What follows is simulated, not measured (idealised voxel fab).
Herein follows the process module entitled voxel wiring stack.
For reference, the cross-section in this document is cut, with width 240 nm and square cells of 5 nm.
For the purposes of this document, a cross-section shall be understood as a grid of square cells, specified as bands listed in top-to-bottom order, each band consisting of one or more rows of cells.
Band: top height; bottom height; in nm. Then, left to right: material with width in nm, for each material. "edge to edge": a single material spanning edge to edge. "blank": empty space.
Counting heights begins at 0, where everything beneath is, in the wafer as received, one material. The lowest band has no bottom; it goes on downwards, as "from 0 down" shows.
So if you see something like "30..40" for the width, read it as the top row of the band sitting at the first number and the bottom row at the second, with every row in between moving by the same amount as the last.
"nothing different" for a step: no cell of the cross-section changed in that step.
In the "Closed-off voids" entry, you get each enclosed empty space of 8 cells or more, one with no open way to the top, written width x height at distance, distance from the left edge, in nm.
On a step's line, text after the settings is the simulator commenting on that step.
When a step includes a mask, the "overlay nm" setting on its line states how far to the right of its planned place that mask lay, and negative values state how far to the left.
Each pair of cross-sections that follows straddles one process step: the one shows the state before the step, the other the state after it, down to the lowest band that changed and no further. The step in question, and its settings, are given under the pair. Note that a pair is not necessarily a continuation of the pair above it, since pairs can come from different runs of this module on the same starting wafer; it is a continuation only where its entry headed "Prior to processing" says so.
## Prior to processing
* from 0 down = Si edge to edge
* Closed-off voids: none
## Section After Processing
* from 10 to 0 = SiO2 edge to edge
* Below 0, the layers are the same as they were.
* Closed-off voids: none
The process step separating the two cross-sections depicted above is as follows: CONFORMAL_DEP with material SiO2, thk nm 10
Prior to processing: This step starts from the configuration shown after the step in the pair immediately above.
## Section After Processing
* from 15 to 10 = TiN edge to edge
* Below 10, the layers are the same as they were.
* Closed-off voids: none
The process step separating the two cross-sections depicted above is as follows: DIRECTIONAL_DEP with material TiN, thk nm 5
Prior to processing: This step starts from the configuration shown after the step in the pair immediately above.
## Section After Processing
* from 30 to 15 = Ru edge to edge
* Below 15, the layers are the same as they were.
* Closed-off voids: none
The process step separating the two cross-sections depicted above is as follows: DIRECTIONAL_DEP with material Ru, thk nm 15
Prior to processing: This step starts from the configuration shown after the step in the pair immediately above.
## Section After Processing
* from 50 to 30 = blank 40; resist 20; blank 25; resist 20; blank 25; resist 20; blank 25; resist 20; blank 45
* Below 30, the layers are the same as they were.
* Closed-off voids: none
The process step separating the two cross-sections depicted above is as follows: PATTERN with tone cover, mask id METAL_1, material resist, width nm 20, pitch nm 45, thk nm 20, overlay nm 0
Prior to processing: This step starts from the configuration shown after the step in the pair immediately above.
## Section After Processing
* from 50 to 30 = blank 40; resist 20; blank 25; resist 20; blank 25; resist 20; blank 25; resist 20; blank 45
* from 30 to 15 = blank 40; Ru 20; blank 25; Ru 20; blank 25; Ru 20; blank 25; Ru 20; blank 45
* Below 15, the layers are the same as they were.
* Closed-off voids: none
The process step separating the two cross-sections depicted above is as follows: DIRECTIONAL_ETCH with etch materials Ru, depth nm 15
Prior to processing: This step starts from the configuration shown after the step in the pair immediately above.
## Section After Processing
* from 50 to 30 = blank 40; resist 20; blank 25; resist 20; blank 25; resist 20; blank 25; resist 20; blank 45
* from 30 to 15 = blank 40; Ru 20; blank 25; Ru 20; blank 25; Ru 20; blank 25; Ru 20; blank 45
* from 15 to 10 = blank 40; TiN 20; blank 25; TiN 20; blank 25; TiN 20; blank 25; TiN 20; blank 45
* Below 10, the layers are the same as they were.
* Closed-off voids: none
The process step separating the two cross-sections depicted above is as follows: DIRECTIONAL_ETCH with etch materials TiN, depth nm 5
Prior to processing: This step starts from the configuration shown after the step in the pair immediately above.
## Section After Processing
* from 30 to 15 = blank 40; Ru 20; blank 25; Ru 20; blank 25; Ru 20; blank 25; Ru 20; blank 45
* Below 15, the layers are the same as they were.
* Closed-off voids: none
The process step separating the two cross-sections depicted above is as follows: STRIP with etch materials resist
Prior to processing: This step starts from the configuration shown after the step in the pair immediately above.
## Section After Processing
* from 40 to 30 = SiO2 edge to edge
* from 30 to 15 = SiO2 40; Ru 20; SiO2 25; Ru 20; SiO2 25; Ru 20; SiO2 25; Ru 20; SiO2 45
* from 15 to 10 = SiO2 40; TiN 20; SiO2 25; TiN 20; SiO2 25; TiN 20; SiO2 25; TiN 20; SiO2 45
* Below 10, the layers are the same as they were.
* Closed-off voids: none
The process step separating the two cross-sections depicted above is as follows: FILL_DEP with material SiO2, thk nm 10
Prior to processing: This step starts from the configuration shown after the step in the pair immediately above.
## Section After Processing
* from 30 to 15 = SiO2 40; Ru 20; SiO2 25; Ru 20; SiO2 25; Ru 20; SiO2 25; Ru 20; SiO2 45
* Below 15, the layers are the same as they were.
* Closed-off voids: none
The process step separating the two cross-sections depicted above is as follows: CMP with height nm 30
Prior to processing: This step starts from the configuration shown after the step in the pair immediately above.
## Section After Processing
* from 35 to 30 = SiCN edge to edge
* Below 30, the layers are the same as they were.
* Closed-off voids: none
The process step separating the two cross-sections depicted above is as follows: CONFORMAL_DEP with material SiCN, thk nm 5
Prior to processing: This step starts from the configuration shown after the step in the pair immediately above.
## Section After Processing
* from 60 to 35 = SiO2 edge to edge
* Below 35, the layers are the same as they were.
* Closed-off voids: none
The process step separating the two cross-sections depicted above is as follows: DIRECTIONAL_DEP with material SiO2, thk nm 25
Prior to processing: This step starts from the configuration shown after the step in the pair immediately above.
## Section After Processing
* from 80 to 60 = resist 40; blank 15; resist 30; blank 15; resist 30; blank 15; resist 30; blank 15; resist 50
* Below 60, the layers are the same as they were.
* Closed-off voids: none
The process step separating the two cross-sections depicted above is as follows: PATTERN with tone open, mask id METAL_2_HOLES, material resist, width nm 15, pitch nm 45, thk nm 20, overlay nm 0
Prior to processing: This step starts from the configuration shown after the step in the pair immediately above.
## Section After Processing
* from 80 to 60 = resist 40; blank 15; resist 30; blank 15; resist 30; blank 15; resist 30; blank 15; resist 50
* from 60 to 35 = SiO2 40; blank 15; SiO2 30; blank 15; SiO2 30; blank 15; SiO2 30; blank 15; SiO2 50
* Below 35, the layers are the same as they were.
* Closed-off voids: none
The process step separating the two cross-sections depicted above is as follows: DIRECTIONAL_ETCH with etch materials SiO2, depth nm 25
Prior to processing: This step starts from the configuration shown after the step in the pair immediately above.
## Section After Processing
* from 60 to 35 = SiO2 40; blank 15; SiO2 30; blank 15; SiO2 30; blank 15; SiO2 30; blank 15; SiO2 50
* Below 35, the layers are the same as they were.
* Closed-off voids: none
The process step separating the two cross-sections depicted above is as follows: STRIP with etch materials resist
Prior to processing: This step starts from the configuration shown after the step in the pair immediately above.
## Section After Processing
* from 75 to 60 = aC 40; blank 15; aC 30; blank 15; aC 30; blank 15; aC 30; blank 15; aC 50
* from 60 to 50 = SiO2 40; blank 15; SiO2 30; blank 15; SiO2 30; blank 15; SiO2 30; blank 15; SiO2 50
* from 50 to 35 = SiO2 40; aC 15; SiO2 30; aC 15; SiO2 30; aC 15; SiO2 30; aC 15; SiO2 50
* Below 35, the layers are the same as they were.
* Closed-off voids: none
The process step separating the two cross-sections depicted above is as follows: DIRECTIONAL_DEP with material aC, thk nm 15
Prior to processing: This step starts from the configuration shown after the step in the pair immediately above.
## Section After Processing
* from 110 to 75 = resist 40; blank 20; resist 25; blank 20; resist 25; blank 20; resist 25; blank 20; resist 45
* Below 75, the layers are the same as they were.
* Closed-off voids: none
The process step separating the two cross-sections depicted above is as follows: PATTERN with tone open, mask id METAL_2, material resist, width nm 20, pitch nm 45, thk nm 35, overlay nm 0
Prior to processing: This step starts from the configuration shown after the step in the pair immediately above.
## Section After Processing
* from 95 to 75 = resist 40; blank 20; resist 25; blank 20; resist 25; blank 20; resist 25; blank 20; resist 45
* from 75 to 60 = aC 40; blank 20; aC 25; blank 20; aC 25; blank 20; aC 25; blank 20; aC 45
* from 60 to 35 = SiO2 40; blank 15; SiO2 30; blank 15; SiO2 30; blank 15; SiO2 30; blank 15; SiO2 50
* Below 35, the layers are the same as they were.
* Closed-off voids: none
The process step separating the two cross-sections depicted above is as follows: DIRECTIONAL_ETCH with etch materials aC, depth nm 15
Prior to processing: This step starts from the configuration shown after the step in the pair immediately above.
## Section After Processing
* from 75 to 60 = aC 40; blank 20; aC 25; blank 20; aC 25; blank 20; aC 25; blank 20; aC 45
* Below 60, the layers are the same as they were.
* Closed-off voids: none
The process step separating the two cross-sections depicted above is as follows: STRIP with etch materials resist
Prior to processing: This step starts from the configuration shown after the step in the pair immediately above.
## Section After Processing
* from 75 to 60 = aC 40; blank 20; aC 25; blank 20; aC 25; blank 20; aC 25; blank 20; aC 45
* from 60 to 45 = SiO2 40; blank 20; SiO2 25; blank 20; SiO2 25; blank 20; SiO2 25; blank 20; SiO2 45
* Below 45, the layers are the same as they were.
* Closed-off voids: none
The process step separating the two cross-sections depicted above is as follows: DIRECTIONAL_ETCH with etch materials SiO2, depth nm 15
Prior to processing: This step starts from the configuration shown after the step in the pair immediately above.
## Section After Processing
* from 75 to 60 = aC 40; blank 20; aC 25; blank 20; aC 25; blank 20; aC 25; blank 20; aC 45
* from 60 to 45 = SiO2 40; blank 20; SiO2 25; blank 20; SiO2 25; blank 20; SiO2 25; blank 20; SiO2 45
* from 45 to 35 = SiO2 40; blank 15; SiO2 30; blank 15; SiO2 30; blank 15; SiO2 30; blank 15; SiO2 50
* from 35 to 30 = SiCN 40; blank 15; SiCN 30; blank 15; SiCN 30; blank 15; SiCN 30; blank 15; SiCN 50
* Below 30, the layers are the same as they were.
* Closed-off voids: none
The process step separating the two cross-sections depicted above is as follows: DIRECTIONAL_ETCH with etch materials SiCN, depth nm 5
Prior to processing: This step starts from the configuration shown after the step in the pair immediately above.
## Section After Processing
* from 60 to 45 = SiO2 40; blank 20; SiO2 25; blank 20; SiO2 25; blank 20; SiO2 25; blank 20; SiO2 45
* Below 45, the layers are the same as they were.
* Closed-off voids: none
The process step separating the two cross-sections depicted above is as follows: STRIP with etch materials aC
Prior to processing: This step starts from the configuration shown after the step in the pair immediately above.
## Section After Processing
* from 65 to 60 = TiN 45; blank 10; TiN 35; blank 10; TiN 35; blank 10; TiN 35; blank 10; TiN 50
* from 60 to 50 = SiO2 40; TiN 5; blank 10; TiN 5; SiO2 25; TiN 5; blank 10; TiN 5; SiO2 25; TiN 5; blank 10; TiN 5; SiO2 25; TiN 5; blank 10; TiN 5; SiO2 45
* from 50 to 45 = SiO2 40; TiN 5; blank 5; TiN 10; SiO2 25; TiN 5; blank 5; TiN 10; SiO2 25; TiN 5; blank 5; TiN 10; SiO2 25; TiN 5; blank 5; TiN 10; SiO2 45
* from 45 to 35 = SiO2 40; TiN 5; blank 5; TiN 5; SiO2 30; TiN 5; blank 5; TiN 5; SiO2 30; TiN 5; blank 5; TiN 5; SiO2 30; TiN 5; blank 5; TiN 5; SiO2 50
* from 35 to 30 = SiCN 40; TiN 15; SiCN 30; TiN 15; SiCN 30; TiN 15; SiCN 30; TiN 15; SiCN 50
* Below 30, the layers are the same as they were.
* Closed-off voids: none
The process step separating the two cross-sections depicted above is as follows: CONFORMAL_DEP with material TiN, thk nm 5
Prior to processing: This step starts from the configuration shown after the step in the pair immediately above.
## Section After Processing
* from 75 to 65 = Cu edge to edge
* from 65 to 60 = TiN 45; Cu 10; TiN 35; Cu 10; TiN 35; Cu 10; TiN 35; Cu 10; TiN 50
* from 60 to 50 = SiO2 40; TiN 5; Cu 10; TiN 5; SiO2 25; TiN 5; Cu 10; TiN 5; SiO2 25; TiN 5; Cu 10; TiN 5; SiO2 25; TiN 5; Cu 10; TiN 5; SiO2 45
* from 50 to 45 = SiO2 40; TiN 5; Cu 5; TiN 10; SiO2 25; TiN 5; Cu 5; TiN 10; SiO2 25; TiN 5; Cu 5; TiN 10; SiO2 25; TiN 5; Cu 5; TiN 10; SiO2 45
* from 45 to 35 = SiO2 40; TiN 5; Cu 5; TiN 5; SiO2 30; TiN 5; Cu 5; TiN 5; SiO2 30; TiN 5; Cu 5; TiN 5; SiO2 30; TiN 5; Cu 5; TiN 5; SiO2 50
* Below 35, the layers are the same as they were.
* Closed-off voids: none
The process step separating the two cross-sections depicted above is as follows: FILL_DEP with material Cu, thk nm 10
Prior to processing: This step starts from the configuration shown after the step in the pair immediately above.
## Section After Processing
* from 60 to 50 = SiO2 40; TiN 5; Cu 10; TiN 5; SiO2 25; TiN 5; Cu 10; TiN 5; SiO2 25; TiN 5; Cu 10; TiN 5; SiO2 25; TiN 5; Cu 10; TiN 5; SiO2 45
* Below 50, the layers are the same as they were.
* Closed-off voids: none
The process step separating the two cross-sections depicted above is as follows: CMP with height nm 60
Prior to processing: This step starts from the configuration shown after the step in the pair immediately above.
## Section After Processing
* from 65 to 60 = SiCN edge to edge
* Below 60, the layers are the same as they were.
* Closed-off voids: none
The process step separating the two cross-sections depicted above is as follows: CONFORMAL_DEP with material SiCN, thk nm 5
Prior to processing: This step starts from the configuration shown after the step in the pair immediately above.
## Section After Processing
* from 80 to 65 = SiO2 edge to edge
* Below 65, the layers are the same as they were.
* Closed-off voids: none
The process step separating the two cross-sections depicted above is as follows: DIRECTIONAL_DEP with material SiO2, thk nm 15
Prior to processing: This step starts from the configuration shown after the step in the pair immediately above.
## Section After Processing
* from 90 to 80 = aC edge to edge
* Below 80, the layers are the same as they were.
* Closed-off voids: none
The process step separating the two cross-sections depicted above is as follows: DIRECTIONAL_DEP with material aC, thk nm 10
Prior to processing: This step starts from the configuration shown after the step in the pair immediately above.
## Section After Processing
* from 115 to 90 = resist 40; blank 15; resist 75; blank 15; resist 95
* Below 90, the layers are the same as they were.
* Closed-off voids: none
The process step separating the two cross-sections depicted above is as follows: PATTERN with tone open, mask id PLUG_2, material resist, width nm 15, pitch nm 90, thk nm 25, overlay nm 0
Prior to processing: This step starts from the configuration shown after the step in the pair immediately above.
## Section After Processing
* from 105 to 90 = resist 40; blank 15; resist 75; blank 15; resist 95
* from 90 to 80 = aC 40; blank 15; aC 75; blank 15; aC 95
* Below 80, the layers are the same as they were.
* Closed-off voids: none
The process step separating the two cross-sections depicted above is as follows: DIRECTIONAL_ETCH with etch materials aC, depth nm 10
Prior to processing: This step starts from the configuration shown after the step in the pair immediately above.
## Section After Processing
* from 90 to 80 = aC 40; blank 15; aC 75; blank 15; aC 95
* Below 80, the layers are the same as they were.
* Closed-off voids: none
The process step separating the two cross-sections depicted above is as follows: STRIP with etch materials resist
Prior to processing: This step starts from the configuration shown after the step in the pair immediately above.
## Section After Processing
* from 90 to 80 = aC 40; blank 15; aC 75; blank 15; aC 95
* from 80 to 65 = SiO2 40; blank 15; SiO2 75; blank 15; SiO2 95
* Below 65, the layers are the same as they were.
* Closed-off voids: none
The process step separating the two cross-sections depicted above is as follows: DIRECTIONAL_ETCH with etch materials SiO2, depth nm 15
Prior to processing: This step starts from the configuration shown after the step in the pair immediately above.
## Section After Processing
* from 90 to 80 = aC 40; blank 15; aC 75; blank 15; aC 95
* from 80 to 65 = SiO2 40; blank 15; SiO2 75; blank 15; SiO2 95
* from 65 to 60 = SiCN 40; blank 15; SiCN 75; blank 15; SiCN 95
* Below 60, the layers are the same as they were.
* Closed-off voids: none
The process step separating the two cross-sections depicted above is as follows: DIRECTIONAL_ETCH with etch materials SiCN, depth nm 5
Prior to processing: This step starts from the configuration shown after the step in the pair immediately above.
## Section After Processing
* from 80 to 65 = SiO2 40; blank 15; SiO2 75; blank 15; SiO2 95
* Below 65, the layers are the same as they were.
* Closed-off voids: none
The process step separating the two cross-sections depicted above is as follows: STRIP with etch materials aC
Prior to processing: This step starts from the configuration shown after the step in the pair immediately above.
## Section After Processing
* from 85 to 80 = TiN 45; blank 5; TiN 85; blank 5; TiN 100
* from 80 to 65 = SiO2 40; TiN 5; blank 5; TiN 5; SiO2 75; TiN 5; blank 5; TiN 5; SiO2 95
* from 65 to 60 = SiCN 40; TiN 15; SiCN 75; TiN 15; SiCN 95
* Below 60, the layers are the same as they were.
* Closed-off voids: none
The process step separating the two cross-sections depicted above is as follows: CONFORMAL_DEP with material TiN, thk nm 5
Prior to processing: This step starts from the configuration shown after the step in the pair immediately above.
## Section After Processing
* from 95 to 85 = Ru edge to edge
* from 85 to 80 = TiN 45; Ru 5; TiN 85; Ru 5; TiN 100
* from 80 to 65 = SiO2 40; TiN 5; Ru 5; TiN 5; SiO2 75; TiN 5; Ru 5; TiN 5; SiO2 95
* Below 65, the layers are the same as they were.
* Closed-off voids: none
The process step separating the two cross-sections depicted above is as follows: FILL_DEP with material Ru, thk nm 10
Prior to processing: This step starts from the configuration shown after the step in the pair immediately above.
## Section After Processing
* from 80 to 65 = SiO2 40; TiN 5; Ru 5; TiN 5; SiO2 75; TiN 5; Ru 5; TiN 5; SiO2 95
* Below 65, the layers are the same as they were.
* Closed-off voids: none
The process step separating the two cross-sections depicted above is as follows: CMP with height nm 80
Prior to processing: This step starts from the configuration shown after the step in the pair immediately above.
## Section After Processing
* from 85 to 80 = SiN edge to edge
* Below 80, the layers are the same as they were.
* Closed-off voids: none
The process step separating the two cross-sections depicted above is as follows: CONFORMAL_DEP with material SiN, thk nm 5
Prior to processing: This step starts from the configuration shown after the step in the pair immediately above.
## Section After Processing
* from 100 to 85 = SiO2 edge to edge
* Below 85, the layers are the same as they were.
* Closed-off voids: none
The process step separating the two cross-sections depicted above is as follows: DIRECTIONAL_DEP with material SiO2, thk nm 15
Prior to processing: This step starts from the configuration shown after the step in the pair immediately above.
## Section After Processing
* from 120 to 100 = resist 40; blank 20; resist 25; blank 20; resist 25; blank 20; resist 25; blank 20; resist 45
* Below 100, the layers are the same as they were.
* Closed-off voids: none
The process step separating the two cross-sections depicted above is as follows: PATTERN with tone open, mask id METAL_3, material resist, width nm 20, pitch nm 45, thk nm 20, overlay nm 0
Prior to processing: This step starts from the configuration shown after the step in the pair immediately above.
## Section After Processing
* from 120 to 100 = resist 40; blank 20; resist 25; blank 20; resist 25; blank 20; resist 25; blank 20; resist 45
* from 100 to 85 = SiO2 40; blank 20; SiO2 25; blank 20; SiO2 25; blank 20; SiO2 25; blank 20; SiO2 45
* Below 85, the layers are the same as they were.
* Closed-off voids: none
The process step separating the two cross-sections depicted above is as follows: DIRECTIONAL_ETCH with etch materials SiO2, depth nm 15
Prior to processing: This step starts from the configuration shown after the step in the pair immediately above.
## Section After Processing
* from 120 to 100 = resist 40; blank 20; resist 25; blank 20; resist 25; blank 20; resist 25; blank 20; resist 45
* from 100 to 85 = SiO2 40; blank 20; SiO2 25; blank 20; SiO2 25; blank 20; SiO2 25; blank 20; SiO2 45
* from 85 to 80 = SiN 40; blank 20; SiN 25; blank 20; SiN 25; blank 20; SiN 25; blank 20; SiN 45
* Below 80, the layers are the same as they were.
* Closed-off voids: none
The process step separating the two cross-sections depicted above is as follows: DIRECTIONAL_ETCH with etch materials SiN, depth nm 5
Prior to processing: This step starts from the configuration shown after the step in the pair immediately above.
## Section After Processing
* from 100 to 85 = SiO2 40; blank 20; SiO2 25; blank 20; SiO2 25; blank 20; SiO2 25; blank 20; SiO2 45
* Below 85, the layers are the same as they were.
* Closed-off voids: none
The process step separating the two cross-sections depicted above is as follows: STRIP with etch materials resist
Prior to processing: This step starts from the configuration shown after the step in the pair immediately above.
## Section After Processing
* from 105 to 100 = TiN 45; blank 10; TiN 35; blank 10; TiN 35; blank 10; TiN 35; blank 10; TiN 50
* from 100 to 85 = SiO2 40; TiN 5; blank 10; TiN 5; SiO2 25; TiN 5; blank 10; TiN 5; SiO2 25; TiN 5; blank 10; TiN 5; SiO2 25; TiN 5; blank 10; TiN 5; SiO2 45
* from 85 to 80 = SiN 40; TiN 20; SiN 25; TiN 20; SiN 25; TiN 20; SiN 25; TiN 20; SiN 45
* Below 80, the layers are the same as they were.
* Closed-off voids: none
The process step separating the two cross-sections depicted above is as follows: CONFORMAL_DEP with material TiN, thk nm 5
Prior to processing: This step starts from the configuration shown after the step in the pair immediately above.
## Section After Processing
* from 115 to 105 = Ru edge to edge
* from 105 to 100 = TiN 45; Ru 10; TiN 35; Ru 10; TiN 35; Ru 10; TiN 35; Ru 10; TiN 50
* from 100 to 85 = SiO2 40; TiN 5; Ru 10; TiN 5; SiO2 25; TiN 5; Ru 10; TiN 5; SiO2 25; TiN 5; Ru 10; TiN 5; SiO2 25; TiN 5; Ru 10; TiN 5; SiO2 45
* Below 85, the layers are the same as they were.
* Closed-off voids: none
The process step separating the two cross-sections depicted above is as follows: FILL_DEP with material Ru, thk nm 10
Prior to processing: This step starts from the configuration shown after the step in the pair immediately above.
## Section After Processing
* from 100 to 85 = SiO2 40; TiN 5; Ru 10; TiN 5; SiO2 25; TiN 5; Ru 10; TiN 5; SiO2 25; TiN 5; Ru 10; TiN 5; SiO2 25; TiN 5; Ru 10; TiN 5; SiO2 45
* Below 85, the layers are the same as they were.
* Closed-off voids: none
The process step separating the two cross-sections depicted above is as follows: CMP with height nm 100
Prior to processing: This step starts from the configuration shown after the step in the pair immediately above.
## Section After Processing
* from 105 to 100 = blank 35; Ru 30; blank 15; Ru 30; blank 15; Ru 30; blank 15; Ru 30; blank 40
* Below 100, the layers are the same as they were.
* Closed-off voids: none
The process step separating the two cross-sections depicted above is as follows: EPI with material Ru, thk nm 5
Prior to processing: This step starts from the configuration shown after the step in the pair immediately above.
## Section After Processing
* from 110 to 105 = SiCN edge to edge
* from 105 to 100 = SiCN 35; Ru 30; SiCN 15; Ru 30; SiCN 15; Ru 30; SiCN 15; Ru 30; SiCN 40
* Below 100, the layers are the same as they were.
* Closed-off voids: none
The process step separating the two cross-sections depicted above is as follows: FILL_DEP with material SiCN, thk nm 5
## Prior to processing
* from 10 to 0 = SiO2 edge to edge
* from 0 down = Si edge to edge
* Closed-off voids: none
## Section After Processing
* from 25 to 10 = Ru edge to edge
* Below 10, the layers are the same as they were.
* Closed-off voids: none
The process step separating the two cross-sections depicted above is as follows: DIRECTIONAL_DEP with material Ru, thk nm 15
Prior to processing: This step starts from the configuration shown after the step in the pair immediately above.
## Section After Processing
* from 45 to 25 = blank 40; resist 20; blank 25; resist 20; blank 25; resist 20; blank 25; resist 20; blank 45
* Below 25, the layers are the same as they were.
* Closed-off voids: none
The process step separating the two cross-sections depicted above is as follows: PATTERN with tone cover, mask id METAL_1, material resist, width nm 20, pitch nm 45, thk nm 20, overlay nm 0
Prior to processing: This step starts from the configuration shown after the step in the pair immediately above.
## Section After Processing
* from 45 to 25 = blank 40; resist 20; blank 25; resist 20; blank 25; resist 20; blank 25; resist 20; blank 45
* from 25 to 10 = blank 40; Ru 20; blank 25; Ru 20; blank 25; Ru 20; blank 25; Ru 20; blank 45
* Below 10, the layers are the same as they were.
* Closed-off voids: none
The process step separating the two cross-sections depicted above is as follows: DIRECTIONAL_ETCH with etch materials Ru, depth nm 15
Prior to processing: This step starts from the configuration shown after the step in the pair immediately above.
## Section After Processing
* from 25 to 10 = blank 40; Ru 20; blank 25; Ru 20; blank 25; Ru 20; blank 25; Ru 20; blank 45
* Below 10, the layers are the same as they were.
* Closed-off voids: none
The process step separating the two cross-sections depicted above is as follows: STRIP with etch materials resist
Prior to processing: This step starts from the configuration shown after the step in the pair immediately above.
## Section After Processing
* from 35 to 25 = SiO2 edge to edge
* from 25 to 10 = SiO2 40; Ru 20; SiO2 25; Ru 20; SiO2 25; Ru 20; SiO2 25; Ru 20; SiO2 45
* Below 10, the layers are the same as they were.
* Closed-off voids: none
The process step separating the two cross-sections depicted above is as follows: FILL_DEP with material SiO2, thk nm 10
Prior to processing: This step starts from the configuration shown after the step in the pair immediately above.
## Section After Processing
* from 30 to 25 = SiO2 edge to edge
* Below 25, the layers are the same as they were.
* Closed-off voids: none
The process step separating the two cross-sections depicted above is as follows: CMP with height nm 30
Prior to processing: This step starts from the configuration shown after the step in the pair immediately above.
## Section After Processing
* from 35 to 30 = SiCN edge to edge
* Below 30, the layers are the same as they were.
* Closed-off voids: none
The process step separating the two cross-sections depicted above is as follows: CONFORMAL_DEP with material SiCN, thk nm 5
Prior to processing: This step starts from the configuration shown after the step in the pair immediately above.
## Section After Processing
* from 60 to 35 = SiO2 edge to edge
* Below 35, the layers are the same as they were.
* Closed-off voids: none
The process step separating the two cross-sections depicted above is as follows: DIRECTIONAL_DEP with material SiO2, thk nm 25
Prior to processing: This step starts from the configuration shown after the step in the pair immediately above.
## Section After Processing
* from 80 to 60 = resist 40; blank 15; resist 30; blank 15; resist 30; blank 15; resist 30; blank 15; resist 50
* Below 60, the layers are the same as they were.
* Closed-off voids: none
The process step separating the two cross-sections depicted above is as follows: PATTERN with tone open, mask id METAL_2_HOLES, material resist, width nm 15, pitch nm 45, thk nm 20, overlay nm 0
Prior to processing: This step starts from the configuration shown after the step in the pair immediately above.
## Section After Processing
* from 80 to 60 = resist 40; blank 15; resist 30; blank 15; resist 30; blank 15; resist 30; blank 15; resist 50
* from 60 to 35 = SiO2 40; blank 15; SiO2 30; blank 15; SiO2 30; blank 15; SiO2 30; blank 15; SiO2 50
* Below 35, the layers are the same as they were.
* Closed-off voids: none
The process step separating the two cross-sections depicted above is as follows: DIRECTIONAL_ETCH with etch materials SiO2, depth nm 25
Prior to processing: This step starts from the configuration shown after the step in the pair immediately above.
## Section After Processing
* from 60 to 35 = SiO2 40; blank 15; SiO2 30; blank 15; SiO2 30; blank 15; SiO2 30; blank 15; SiO2 50
* Below 35, the layers are the same as they were.
* Closed-off voids: none
The process step separating the two cross-sections depicted above is as follows: STRIP with etch materials resist
Prior to processing: This step starts from the configuration shown after the step in the pair immediately above.
## Section After Processing
* from 75 to 60 = aC 40; blank 15; aC 30; blank 15; aC 30; blank 15; aC 30; blank 15; aC 50
* from 60 to 50 = SiO2 40; blank 15; SiO2 30; blank 15; SiO2 30; blank 15; SiO2 30; blank 15; SiO2 50
* from 50 to 35 = SiO2 40; aC 15; SiO2 30; aC 15; SiO2 30; aC 15; SiO2 30; aC 15; SiO2 50
* Below 35, the layers are the same as they were.
* Closed-off voids: none
The process step separating the two cross-sections depicted above is as follows: DIRECTIONAL_DEP with material aC, thk nm 15
Prior to processing: This step starts from the configuration shown after the step in the pair immediately above.
## Section After Processing
* from 110 to 75 = resist 40; blank 20; resist 25; blank 20; resist 25; blank 20; resist 25; blank 20; resist 45
* Below 75, the layers are the same as they were.
* Closed-off voids: none
The process step separating the two cross-sections depicted above is as follows: PATTERN with tone open, mask id METAL_2, material resist, width nm 20, pitch nm 45, thk nm 35, overlay nm 0
Prior to processing: This step starts from the configuration shown after the step in the pair immediately above.
## Section After Processing
* from 95 to 75 = resist 40; blank 20; resist 25; blank 20; resist 25; blank 20; resist 25; blank 20; resist 45
* from 75 to 60 = aC 40; blank 20; aC 25; blank 20; aC 25; blank 20; aC 25; blank 20; aC 45
* from 60 to 35 = SiO2 40; blank 15; SiO2 30; blank 15; SiO2 30; blank 15; SiO2 30; blank 15; SiO2 50
* Below 35, the layers are the same as they were.
* Closed-off voids: none
The process step separating the two cross-sections depicted above is as follows: DIRECTIONAL_ETCH with etch materials aC, depth nm 15
Prior to processing: This step starts from the configuration shown after the step in the pair immediately above.
## Section After Processing
* from 75 to 60 = aC 40; blank 20; aC 25; blank 20; aC 25; blank 20; aC 25; blank 20; aC 45
* Below 60, the layers are the same as they were.
* Closed-off voids: none
The process step separating the two cross-sections depicted above is as follows: STRIP with etch materials resist
Prior to processing: This step starts from the configuration shown after the step in the pair immediately above.
## Section After Processing
* from 75 to 60 = aC 40; blank 20; aC 25; blank 20; aC 25; blank 20; aC 25; blank 20; aC 45
* from 60 to 45 = SiO2 40; blank 20; SiO2 25; blank 20; SiO2 25; blank 20; SiO2 25; blank 20; SiO2 45
* Below 45, the layers are the same as they were.
* Closed-off voids: none
The process step separating the two cross-sections depicted above is as follows: DIRECTIONAL_ETCH with etch materials SiO2, depth nm 15
Prior to processing: This step starts from the configuration shown after the step in the pair immediately above.
## Section After Processing
* from 75 to 60 = aC 40; blank 20; aC 25; blank 20; aC 25; blank 20; aC 25; blank 20; aC 45
* from 60 to 45 = SiO2 40; blank 20; SiO2 25; blank 20; SiO2 25; blank 20; SiO2 25; blank 20; SiO2 45
* from 45 to 35 = SiO2 40; blank 15; SiO2 30; blank 15; SiO2 30; blank 15; SiO2 30; blank 15; SiO2 50
* from 35 to 30 = SiCN 40; blank 15; SiCN 30; blank 15; SiCN 30; blank 15; SiCN 30; blank 15; SiCN 50
* Below 30, the layers are the same as they were.
* Closed-off voids: none
The process step separating the two cross-sections depicted above is as follows: DIRECTIONAL_ETCH with etch materials SiCN, depth nm 5
Prior to processing: This step starts from the configuration shown after the step in the pair immediately above.
## Section After Processing
* from 60 to 45 = SiO2 40; blank 20; SiO2 25; blank 20; SiO2 25; blank 20; SiO2 25; blank 20; SiO2 45
* Below 45, the layers are the same as they were.
* Closed-off voids: none
The process step separating the two cross-sections depicted above is as follows: STRIP with etch materials aC
Prior to processing: This step starts from the configuration shown after the step in the pair immediately above.
## Section After Processing
* from 65 to 60 = TiN 45; blank 10; TiN 35; blank 10; TiN 35; blank 10; TiN 35; blank 10; TiN 50
* from 60 to 50 = SiO2 40; TiN 5; blank 10; TiN 5; SiO2 25; TiN 5; blank 10; TiN 5; SiO2 25; TiN 5; blank 10; TiN 5; SiO2 25; TiN 5; blank 10; TiN 5; SiO2 45
* from 50 to 45 = SiO2 40; TiN 5; blank 5; TiN 10; SiO2 25; TiN 5; blank 5; TiN 10; SiO2 25; TiN 5; blank 5; TiN 10; SiO2 25; TiN 5; blank 5; TiN 10; SiO2 45
* from 45 to 35 = SiO2 40; TiN 5; blank 5; TiN 5; SiO2 30; TiN 5; blank 5; TiN 5; SiO2 30; TiN 5; blank 5; TiN 5; SiO2 30; TiN 5; blank 5; TiN 5; SiO2 50
* from 35 to 30 = SiCN 40; TiN 15; SiCN 30; TiN 15; SiCN 30; TiN 15; SiCN 30; TiN 15; SiCN 50
* Below 30, the layers are the same as they were.
* Closed-off voids: none
The process step separating the two cross-sections depicted above is as follows: CONFORMAL_DEP with material TiN, thk nm 5
